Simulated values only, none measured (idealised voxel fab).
The name of this process module is voxel released beams.
Shown is cross-section cut, with a width of 205 nm and square cells of size 5 nm.
When this document writes out a cross-section, it uses a grid of square cells and lists it as bands, beginning at the top and moving down, with a band standing for one or more rows of cells. For a band, the entry starts with two heights in nm, that of the top and then that of the bottom, and carries on with the band's materials in order from left to right, each alongside its width in nm; the word "edge to edge" beside a single material means it fills the band edge to edge, and "blank" means empty space. Heights are measured from 0, the level below which the as-received wafer is all one material; the lowest band has no bottom and continues downward, written as in "top 0, no bottom". Width "30 to 40": first value at the band's top row of cells, second value at its bottom row, equal change from row to row. Step marked "remained unchanged"? Then no cell in the cross-section changed in it. Voids not open to the top, 8 cells minimum: see "Unvented cavities". Written width x height at distance; distance is from the left edge; nm. Text after the settings on a step's line: the simulator's own remark on that step. "overlay nm" on a masked step: distance the mask lay right of its planned place, negative for left.

The steps planned for the process are as follows:
step 1: RECEIVE, material Si
step 2: CONFORMAL_DEP, material Al2O3, thk nm 10
step 3: DIRECTIONAL_DEP, material SiO2, thk nm 10
step 4: DIRECTIONAL_DEP, material aC, thk nm 10
step 5: PATTERN, tone open, mask id ANCHOR, material resist, width nm 35, thk nm 25, overlay nm 0
step 6: DIRECTIONAL_ETCH, etch materials aC, depth nm 10
step 7: STRIP, etch materials resist
step 8: DIRECTIONAL_ETCH, etch materials SiO2, depth nm 10
step 9: STRIP, etch materials aC
step 10: CONFORMAL_DEP, material polySi, thk nm 15
step 11: MASKED_ETCH, tone cover, mask id BEAM, width nm 85, etch materials polySi, depth nm 15, overlay nm 0
step 12: STRIP, etch materials SiO2

So this is the incoming wafer in cross-section - it's already been through step 1:
> top 0, no bottom = Si edge to edge
> Unvented cavities: none

Run as planned - first of the two wafers cross-sectioned at the end of the module:
> top 35, bottom 25 = blank (55) | polySi (20) | blank (5) | polySi (60) | blank (65)
> top 25, bottom 20 = blank (55) | polySi (85) | blank (65)
> top 20, bottom 10 = blank (60) | polySi (35) | blank (110)
> top 10, bottom 0 = Al2O3 edge to edge
> top 0, no bottom = Si edge to edge
> Unvented cavities: none

Wafer two cross-section, module end. Start and plan unchanged from wafer one; one mistake made during the run:
> top 35, bottom 25 = blank (65) | polySi (10) | blank (5) | polySi (70) | blank (55)
> top 25, bottom 20 = blank (65) | polySi (85) | blank (55)
> top 20, bottom 10 = blank (60) | polySi (35) | blank (110)
> top 10, bottom 0 = Al2O3 edge to edge
> top 0, no bottom = Si edge to edge
> Unvented cavities: none
The mistake made against the process plan was this: planned and actual differ for step 11; actual: MASKED_ETCH, tone cover, mask id BEAM, width nm 85, etch materials polySi, depth nm 15, overlay nm 10
Comparing end states, the material composition by cell count is preserved from the first wafer to the second, while the locations of the cells are not.
